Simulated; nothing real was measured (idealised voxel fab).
process module | voxel self aligned contacts
cross-section cut | 230 nm wide | cells 5 nm
A cross-section is a grid of square cells, given in bands from the top down. A band is one or more rows of cells.
Each band's line starts with the height of the band's top and of its bottom, in nm. Then come its materials from left to right, each with its width in nm. One material with "throughout" fills the band from edge to edge. "air" is empty space.
Height 0 is the level under which the wafer as received is all one material. The lowest band goes on downwards, as in "0 down".
A width such as "30 to 40" changes by the same amount from each row of cells to the next, from the band's top row to its bottom row.
"no change" after a step means that no cell of the cross-section changed.
closed voids: empty space of 8 cells or more with no open way to the top, each as width x height at its distance from the left edge, in nm
after a step's settings: what the simulator itself notes on the step
overlay nm, on a step with a mask: how far to the right of its planned place the mask lay; to the left if negative
plan
1 op RECEIVE | material Si
2 op CONFORMAL_DEP | material SiO2 | thk nm 5
3 op DIRECTIONAL_DEP | material polySi | thk nm 20
4 op DIRECTIONAL_DEP | material SiN | thk nm 15
5 op DIRECTIONAL_DEP | material aC | thk nm 15
6 op PATTERN | tone cover | mask id GATE | material resist | width nm 30 | pitch nm 55 | thk nm 30 | overlay nm 0
7 op DIRECTIONAL_ETCH | etch materials aC | depth nm 15
8 op STRIP | etch materials resist
9 op DIRECTIONAL_ETCH | etch materials SiN | depth nm 15
10 op DIRECTIONAL_ETCH | etch materials polySi | depth nm 20
11 op STRIP | etch materials aC
12 op CONFORMAL_DEP | material SiN | thk nm 5
13 op DIRECTIONAL_ETCH | etch materials SiN | depth nm 5
14 op FILL_DEP | material SiO2 | thk nm 15
15 op CMP | height nm 50
16 op DIRECTIONAL_DEP | material aC | thk nm 15
17 op PATTERN | tone open | mask id CONTACT | material resist | width nm 35 | pitch nm 55 | thk nm 35 | overlay nm 0
18 op DIRECTIONAL_ETCH | etch materials aC | depth nm 15
19 op STRIP | etch materials resist
20 op DIRECTIONAL_ETCH | etch materials SiO2 | depth nm 50
21 op STRIP | etch materials aC
22 op CONFORMAL_DEP | material TiN | thk nm 5
23 op FILL_DEP | material Ru | thk nm 5
24 op CMP | height nm 50
25 op CONFORMAL_DEP | material SiCN | thk nm 5
as received, after step 1
  0 down: Si throughout
  closed voids: none
a wafer at the end: this start, this plan, one mistake
  55 to 50: SiCN throughout
  50 to 45: SiO2 70 | TiN 15 | Ru 5 | TiN 15 | SiO2 20 | TiN 15 | Ru 5 | TiN 15 | SiO2 70
  45 to 40: SiO2 40 | polySi 40 | TiN 5 | Ru 5 | TiN 5 | polySi 40 | TiN 5 | Ru 5 | TiN 5 | polySi 40 | SiO2 40
  40 to 25: SiO2 40 | polySi 5 | SiN 30 | polySi 5 | TiN 5 | Ru 5 | TiN 5 | polySi 5 | SiN 30 | polySi 5 | TiN 5 | Ru 5 | TiN 5 | polySi 5 | SiN 30 | polySi 5 | SiO2 40
  25 to 15: SiO2 40 | polySi 40 | TiN 5 | Ru 5 | TiN 5 | polySi 40 | TiN 5 | Ru 5 | TiN 5 | polySi 40 | SiO2 40
  15 to 10: SiO2 40 | polySi 40 | TiN 15 | polySi 40 | TiN 15 | polySi 40 | SiO2 40
  10 to 5: polySi throughout
  5 to 0: SiO2 throughout
  0 down: Si throughout
  closed voids: none
what went wrong: step 12 ran as: op CONFORMAL_DEP | material polySi | thk nm 5
